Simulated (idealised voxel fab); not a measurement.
process module | voxel capacitor over wiring
cross-section cut | 225 nm wide | cells 5 nm
A cross-section is a grid of square cells, given in bands from the top down. A band is one or more rows of cells.
Each band's line starts with the height of the band's top and of its bottom, in nm. Then come its materials from left to right, each with its width in nm. One material with "throughout" fills the band from edge to edge. "air" is empty space.
Height 0 is the level under which the wafer as received is all one material. The lowest band goes on downwards, as in "0 down".
A width such as "30 to 40" changes by the same amount from each row of cells to the next, from the band's top row to its bottom row.
"no change" after a step means that no cell of the cross-section changed.
closed voids: empty space of 8 cells or more with no open way to the top, each as width x height at its distance from the left edge, in nm
after a step's settings: what the simulator itself notes on the step
overlay nm, on a step with a mask: how far to the right of its planned place the mask lay; to the left if negative
plan
1 op RECEIVE | material Si
2 op CONFORMAL_DEP | material SiO2 | thk nm 15
3 op DIRECTIONAL_DEP | material TiN | thk nm 5
4 op DIRECTIONAL_DEP | material W | thk nm 15
5 op MASKED_ETCH | tone cover | mask id METAL_1 | width nm 25 | pitch nm 95 | etch materials W | depth nm 15 | overlay nm 0
6 op MASKED_ETCH | tone cover | mask id METAL_1 | width nm 25 | pitch nm 95 | etch materials TiN | depth nm 5 | overlay nm 0
7 op CONFORMAL_DEP | material SiCN | thk nm 5
8 op FILL_DEP | material lowk | thk nm 5
9 op CMP | height nm 35
10 op CONFORMAL_DEP | material SiCN | thk nm 5
11 op DIRECTIONAL_DEP | material lowk | thk nm 15
12 op PATTERN | tone open | mask id PLUG_1 | material resist | width nm 15 | thk nm 20 | overlay nm 0
13 op DIRECTIONAL_ETCH | etch materials lowk | depth nm 15
14 op DIRECTIONAL_ETCH | etch materials SiCN | depth nm 5
15 op STRIP | etch materials resist
16 op CONFORMAL_DEP | material TiN | thk nm 5
17 op FILL_DEP | material Ru | thk nm 10
18 op CMP | height nm 55
19 op DIRECTIONAL_DEP | material TiN | thk nm 5
20 op DIRECTIONAL_DEP | material SiN | thk nm 5
21 op DIRECTIONAL_DEP | material TiN | thk nm 5
22 op PATTERN | tone cover | mask id UPPER_PLATE | material resist | width nm 75 | thk nm 15 | overlay nm 0
23 op DIRECTIONAL_ETCH | etch materials TiN | depth nm 5
24 op DIRECTIONAL_ETCH | etch materials SiN | depth nm 5
25 op STRIP | etch materials resist
26 op MASKED_ETCH | tone cover | mask id LOWER_PLATE | width nm 85 | etch materials TiN | depth nm 5 | overlay nm 0
27 op FILL_DEP | material SiO2 | thk nm 20
28 op CMP | height nm 85
29 op MASKED_ETCH | tone open | mask id PLUG_2 | width nm 15 | etch materials SiO2 | depth nm 15 | overlay nm 0
30 op CONFORMAL_DEP | material TiN | thk nm 5
31 op FILL_DEP | material Ru | thk nm 10
32 op CMP | height nm 85
33 op CONFORMAL_DEP | material SiN | thk nm 5
first wafer, as planned
as received, after step 1
  0 down: Si throughout
  closed voids: none
after step 2
  15 to 0: SiO2 throughout
  below 0: unchanged
after step 3
  20 to 15: TiN throughout
  below 15: unchanged
after step 4
  35 to 20: W throughout
  below 20: unchanged
after step 5
  35 to 20: air 50 | W 25 | air 70 | W 25 | air 55
  below 20: unchanged
after step 6
  35 to 20: air 50 | W 25 | air 70 | W 25 | air 55
  20 to 15: air 50 | TiN 25 | air 70 | TiN 25 | air 55
  below 15: unchanged
after step 7
  40 to 35: air 45 | SiCN 35 | air 60 | SiCN 35 | air 50
  35 to 20: air 45 | SiCN 5 | W 25 | SiCN 5 | air 60 | SiCN 5 | W 25 | SiCN 5 | air 50
  20 to 15: SiCN 50 | TiN 25 | SiCN 70 | TiN 25 | SiCN 55
  below 15: unchanged
after step 8
  45 to 40: lowk throughout
  40 to 35: lowk 45 | SiCN 35 | lowk 60 | SiCN 35 | lowk 50
  35 to 20: lowk 45 | SiCN 5 | W 25 | SiCN 5 | lowk 60 | SiCN 5 | W 25 | SiCN 5 | lowk 50
  below 20: unchanged
after step 9
  35 to 20: lowk 45 | SiCN 5 | W 25 | SiCN 5 | lowk 60 | SiCN 5 | W 25 | SiCN 5 | lowk 50
  below 20: unchanged
after step 10
  40 to 35: SiCN throughout
  below 35: unchanged
after step 11
  55 to 40: lowk throughout
  below 40: unchanged
after step 12
  75 to 55: resist 60 | air 15 | resist 150
  below 55: unchanged
after step 13
  75 to 55: resist 60 | air 15 | resist 150
  55 to 40: lowk 60 | air 15 | lowk 150
  below 40: unchanged
after step 14
  75 to 55: resist 60 | air 15 | resist 150
  55 to 40: lowk 60 | air 15 | lowk 150
  40 to 35: SiCN 60 | air 15 | SiCN 150
  below 35: unchanged
after step 15
  55 to 40: lowk 60 | air 15 | lowk 150
  below 40: unchanged
after step 16
  60 to 55: TiN 65 | air 5 | TiN 155
  55 to 40: lowk 60 | TiN 5 | air 5 | TiN 5 | lowk 150
  40 to 35: SiCN 60 | TiN 15 | SiCN 150
  below 35: unchanged
after step 17
  70 to 60: Ru throughout
  60 to 55: TiN 65 | Ru 5 | TiN 155
  55 to 40: lowk 60 | TiN 5 | Ru 5 | TiN 5 | lowk 150
  below 40: unchanged
after step 18
  55 to 40: lowk 60 | TiN 5 | Ru 5 | TiN 5 | lowk 150
  below 40: unchanged
after step 19
  60 to 55: TiN throughout
  below 55: unchanged
after step 20
  65 to 60: SiN throughout
  below 60: unchanged
after step 21
  70 to 65: TiN throughout
  below 65: unchanged
after step 22
  85 to 70: air 60 | resist 75 | air 90
  below 70: unchanged
after step 23
  85 to 70: air 60 | resist 75 | air 90
  70 to 65: air 60 | TiN 75 | air 90
  below 65: unchanged
after step 24
  85 to 70: air 60 | resist 75 | air 90
  70 to 65: air 60 | TiN 75 | air 90
  65 to 60: air 60 | SiN 75 | air 90
  below 60: unchanged
after step 25
  70 to 65: air 60 | TiN 75 | air 90
  below 65: unchanged
after step 26
  70 to 65: air 60 | TiN 75 | air 90
  65 to 60: air 60 | SiN 75 | air 90
  60 to 55: air 55 | TiN 85 | air 85
  below 55: unchanged
after step 27
  90 to 70: SiO2 throughout
  70 to 65: SiO2 60 | TiN 75 | SiO2 90
  65 to 60: SiO2 60 | SiN 75 | SiO2 90
  60 to 55: SiO2 55 | TiN 85 | SiO2 85
  below 55: unchanged
after step 28
  85 to 70: SiO2 throughout
  below 70: unchanged
after step 29
  85 to 70: SiO2 70 | air 15 | SiO2 140
  below 70: unchanged
after step 30
  90 to 85: TiN 75 | air 5 | TiN 145
  85 to 75: SiO2 70 | TiN 5 | air 5 | TiN 5 | SiO2 140
  75 to 65: SiO2 70 to 60 | TiN 15 to 75 | SiO2 140 to 90
  below 65: unchanged
after step 31
  100 to 90: Ru throughout
  90 to 85: TiN 75 | Ru 5 | TiN 145
  85 to 75: SiO2 70 | TiN 5 | Ru 5 | TiN 5 | SiO2 140
  below 75: unchanged
after step 32
  85 to 75: SiO2 70 | TiN 5 | Ru 5 | TiN 5 | SiO2 140
  below 75: unchanged
after step 33
  90 to 85: SiN throughout
  below 85: unchanged
second wafer: like start, like plan, one mistake. Through step 28 it matches the first wafer
when step 29 should have ended
  85 to 70: air 70 | SiO2 15 | air 140
  below 70: unchanged
when step 30 should have ended
  90 to 85: air 65 | TiN 25 | air 135
  85 to 75: air 65 | TiN 5 | SiO2 15 | TiN 5 | air 135
  75 to 70: TiN 70 | SiO2 15 | TiN 140
  below 70: unchanged
when step 31 should have ended
  100 to 90: Ru throughout
  90 to 85: Ru 65 | TiN 25 | Ru 135
  85 to 75: Ru 65 | TiN 5 | SiO2 15 | TiN 5 | Ru 135
  below 75: unchanged
when step 32 should have ended
  85 to 75: Ru 65 | TiN 5 | SiO2 15 | TiN 5 | Ru 135
  below 75: unchanged
when step 33 should have ended
  90 to 85: SiN throughout
  below 85: unchanged
what went wrong: step 29 ran as: op MASKED_ETCH | tone cover | mask id PLUG_2 | width nm 15 | etch materials SiO2 | depth nm 15 | overlay nm 0
at the end the second wafer has, in cells: 78 more of Ru | 117 fewer of SiO2 | 39 more of TiN
